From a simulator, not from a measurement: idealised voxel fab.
process module | voxel capacitor over wiring
cross-section cut | 200 nm wide | cells 5 nm
A cross-section is a grid of square cells, given in bands from the top down. A band is one or more rows of cells.
Each band's line starts with the height of the band's top and of its bottom, in nm. Then come its materials from left to right, each with its width in nm. One material with "throughout" fills the band from edge to edge. "air" is empty space.
Height 0 is the level under which the wafer as received is all one material. The lowest band goes on downwards, as in "0 down".
A width such as "30 to 40" changes by the same amount from each row of cells to the next, from the band's top row to its bottom row.
"no change" after a step means that no cell of the cross-section changed.
closed voids: empty space of 8 cells or more with no open way to the top, each as width x height at its distance from the left edge, in nm
after a step's settings: what the simulator itself notes on the step
overlay nm, on a step with a mask: how far to the right of its planned place the mask lay; to the left if negative
plan
1 op RECEIVE | material Si
2 op CONFORMAL_DEP | material SiO2 | thk nm 15
3 op CONFORMAL_DEP | material SiCN | thk nm 5
4 op DIRECTIONAL_DEP | material lowk | thk nm 20
5 op PATTERN | tone open | mask id METAL_1 | material resist | width nm 20 | pitch nm 70 | thk nm 20 | overlay nm 0
6 op DIRECTIONAL_ETCH | etch materials lowk | depth nm 20
7 op DIRECTIONAL_ETCH | etch materials SiCN | depth nm 5
8 op STRIP | etch materials resist
9 op CONFORMAL_DEP | material TiN | thk nm 5
10 op FILL_DEP | material Cu | thk nm 10
11 op CMP | height nm 40
12 op CONFORMAL_DEP | material SiCN | thk nm 5
13 op DIRECTIONAL_DEP | material lowk | thk nm 10
14 op PATTERN | tone open | mask id PLUG_1 | material resist | width nm 15 | thk nm 15 | overlay nm 0
15 op DIRECTIONAL_ETCH | etch materials lowk | depth nm 10
16 op DIRECTIONAL_ETCH | etch materials SiCN | depth nm 5
17 op STRIP | etch materials resist
18 op EPI | material Ru | thk nm 10
19 op EPI | material Ru | thk nm 5
20 op DIRECTIONAL_DEP | material TiN | thk nm 5
21 op DIRECTIONAL_DEP | material SiN | thk nm 5
22 op DIRECTIONAL_DEP | material TiN | thk nm 5
23 op DIRECTIONAL_DEP | material aC | thk nm 10
24 op PATTERN | tone cover | mask id UPPER_PLATE | material resist | width nm 55 | thk nm 30 | overlay nm 0
25 op DIRECTIONAL_ETCH | etch materials aC | depth nm 10
26 op STRIP | etch materials resist
27 op DIRECTIONAL_ETCH | etch materials TiN | depth nm 5
28 op DIRECTIONAL_ETCH | etch materials SiN | depth nm 5
29 op STRIP | etch materials aC
30 op MASKED_ETCH | tone cover | mask id LOWER_PLATE | width nm 65 | etch materials TiN | depth nm 5 | overlay nm 0
31 op FILL_DEP | material SiO2 | thk nm 15
32 op CMP | height nm 80
33 op PATTERN | tone open | mask id PLUG_2 | material resist | width nm 15 | thk nm 20 | overlay nm 0
34 op DIRECTIONAL_ETCH | etch materials SiO2 | depth nm 10
35 op STRIP | etch materials resist
36 op CONFORMAL_DEP | material TiN | thk nm 5
37 op FILL_DEP | material Cu | thk nm 10
38 op CMP | height nm 80
39 op CONFORMAL_DEP | material SiN | thk nm 5
first wafer, as planned
as received, after step 1
  0 down: Si throughout
  closed voids: none
after step 2
  15 to 0: SiO2 throughout
  below 0: unchanged
after step 3
  20 to 15: SiCN throughout
  below 15: unchanged
after step 4
  40 to 20: lowk throughout
  below 20: unchanged
after step 5
  60 to 40: resist 55 | air 20 | resist 50 | air 20 | resist 55
  below 40: unchanged
after step 6
  60 to 40: resist 55 | air 20 | resist 50 | air 20 | resist 55
  40 to 20: lowk 55 | air 20 | lowk 50 | air 20 | lowk 55
  below 20: unchanged
after step 7
  60 to 40: resist 55 | air 20 | resist 50 | air 20 | resist 55
  40 to 20: lowk 55 | air 20 | lowk 50 | air 20 | lowk 55
  20 to 15: SiCN 55 | air 20 | SiCN 50 | air 20 | SiCN 55
  below 15: unchanged
after step 8
  40 to 20: lowk 55 | air 20 | lowk 50 | air 20 | lowk 55
  below 20: unchanged
after step 9
  45 to 40: TiN 60 | air 10 | TiN 60 | air 10 | TiN 60
  40 to 20: lowk 55 | TiN 5 | air 10 | TiN 5 | lowk 50 | TiN 5 | air 10 | TiN 5 | lowk 55
  20 to 15: SiCN 55 | TiN 20 | SiCN 50 | TiN 20 | SiCN 55
  below 15: unchanged
after step 10
  55 to 45: Cu throughout
  45 to 40: TiN 60 | Cu 10 | TiN 60 | Cu 10 | TiN 60
  40 to 20: lowk 55 | TiN 5 | Cu 10 | TiN 5 | lowk 50 | TiN 5 | Cu 10 | TiN 5 | lowk 55
  below 20: unchanged
after step 11
  40 to 20: lowk 55 | TiN 5 | Cu 10 | TiN 5 | lowk 50 | TiN 5 | Cu 10 | TiN 5 | lowk 55
  below 20: unchanged
after step 12
  45 to 40: SiCN throughout
  below 40: unchanged
after step 13
  55 to 45: lowk throughout
  below 45: unchanged
after step 14
  70 to 55: resist 60 | air 15 | resist 125
  below 55: unchanged
after step 15
  70 to 55: resist 60 | air 15 | resist 125
  55 to 45: lowk 60 | air 15 | lowk 125
  below 45: unchanged
after step 16
  70 to 55: resist 60 | air 15 | resist 125
  55 to 45: lowk 60 | air 15 | lowk 125
  45 to 40: SiCN 60 | air 15 | SiCN 125
  below 40: unchanged
after step 17
  55 to 45: lowk 60 | air 15 | lowk 125
  below 45: unchanged
after step 18
  55 to 50: lowk 60 | air 15 | lowk 125
  50 to 45: lowk 60 | Ru 15 | lowk 125
  45 to 40: SiCN 60 | Ru 15 | SiCN 125
  below 40: unchanged
after step 19
  55 to 45: lowk 60 | Ru 15 | lowk 125
  below 45: unchanged
after step 20
  60 to 55: TiN throughout
  below 55: unchanged
after step 21
  65 to 60: SiN throughout
  below 60: unchanged
after step 22
  70 to 65: TiN throughout
  below 65: unchanged
after step 23
  80 to 70: aC throughout
  below 70: unchanged
after step 24
  110 to 80: air 60 | resist 55 | air 85
  below 80: unchanged
after step 25
  100 to 80: air 60 | resist 55 | air 85
  80 to 70: air 60 | aC 55 | air 85
  below 70: unchanged
after step 26
  80 to 70: air 60 | aC 55 | air 85
  below 70: unchanged
after step 27
  80 to 70: air 60 | aC 55 | air 85
  70 to 65: air 60 | TiN 55 | air 85
  below 65: unchanged
after step 28
  80 to 70: air 60 | aC 55 | air 85
  70 to 65: air 60 | TiN 55 | air 85
  65 to 60: air 60 | SiN 55 | air 85
  below 60: unchanged
after step 29
  70 to 65: air 60 | TiN 55 | air 85
  below 65: unchanged
after step 30
  70 to 65: air 60 | TiN 55 | air 85
  65 to 60: air 60 | SiN 55 | air 85
  60 to 55: air 55 | TiN 65 | air 80
  below 55: unchanged
after step 31
  85 to 70: SiO2 throughout
  70 to 65: SiO2 60 | TiN 55 | SiO2 85
  65 to 60: SiO2 60 | SiN 55 | SiO2 85
  60 to 55: SiO2 55 | TiN 65 | SiO2 80
  below 55: unchanged
after step 32
  80 to 70: SiO2 throughout
  below 70: unchanged
after step 33
  100 to 80: resist 70 | air 15 | resist 115
  below 80: unchanged
after step 34
  100 to 80: resist 70 | air 15 | resist 115
  80 to 70: SiO2 70 | air 15 | SiO2 115
  below 70: unchanged
after step 35
  80 to 70: SiO2 70 | air 15 | SiO2 115
  below 70: unchanged
after step 36
  85 to 80: TiN 75 | air 5 | TiN 120
  80 to 75: SiO2 70 | TiN 5 | air 5 | TiN 5 | SiO2 115
  75 to 65: SiO2 70 to 60 | TiN 15 to 55 | SiO2 115 to 85
  below 65: unchanged
after step 37
  95 to 85: Cu throughout
  85 to 80: TiN 75 | Cu 5 | TiN 120
  80 to 75: SiO2 70 | TiN 5 | Cu 5 | TiN 5 | SiO2 115
  below 75: unchanged
after step 38
  80 to 75: SiO2 70 | TiN 5 | Cu 5 | TiN 5 | SiO2 115
  below 75: unchanged
after step 39
  85 to 80: SiN throughout
  below 80: unchanged
second wafer: like start, like plan, one mistake. Through step 29 it matches the first wafer
when step 30 should have ended
  70 to 65: air 60 | TiN 55 | air 85
  65 to 60: air 60 | SiN 55 | air 85
  60 to 55: air 60 | TiN 55 | air 85
  below 55: unchanged
when step 31 should have ended
  85 to 70: SiO2 throughout
  70 to 65: SiO2 60 | TiN 55 | SiO2 85
  65 to 60: SiO2 60 | SiN 55 | SiO2 85
  60 to 55: SiO2 60 | TiN 55 | SiO2 85
  below 55: unchanged
when step 32 should have ended
  80 to 70: SiO2 throughout
  below 70: unchanged
when step 33 should have ended
  100 to 80: resist 70 | air 15 | resist 115
  below 80: unchanged
when step 34 should have ended
  100 to 80: resist 70 | air 15 | resist 115
  80 to 70: SiO2 70 | air 15 | SiO2 115
  below 70: unchanged
when step 35 should have ended
  80 to 70: SiO2 70 | air 15 | SiO2 115
  below 70: unchanged
when step 36 should have ended
  85 to 80: TiN 75 | air 5 | TiN 120
  80 to 75: SiO2 70 | TiN 5 | air 5 | TiN 5 | SiO2 115
  75 to 65: SiO2 70 to 60 | TiN 15 to 55 | SiO2 115 to 85
  below 65: unchanged
when step 37 should have ended
  95 to 85: Cu throughout
  85 to 80: TiN 75 | Cu 5 | TiN 120
  80 to 75: SiO2 70 | TiN 5 | Cu 5 | TiN 5 | SiO2 115
  below 75: unchanged
when step 38 should have ended
  80 to 75: SiO2 70 | TiN 5 | Cu 5 | TiN 5 | SiO2 115
  below 75: unchanged
when step 39 should have ended
  85 to 80: SiN throughout
  below 80: unchanged
what went wrong: step 30 ran as: op MASKED_ETCH | tone cover | mask id LOWER_PLATE | width nm 55 | etch materials TiN | depth nm 5 | overlay nm 0
at the end the second wafer has, in cells: 2 more of SiO2 | 2 fewer of TiN
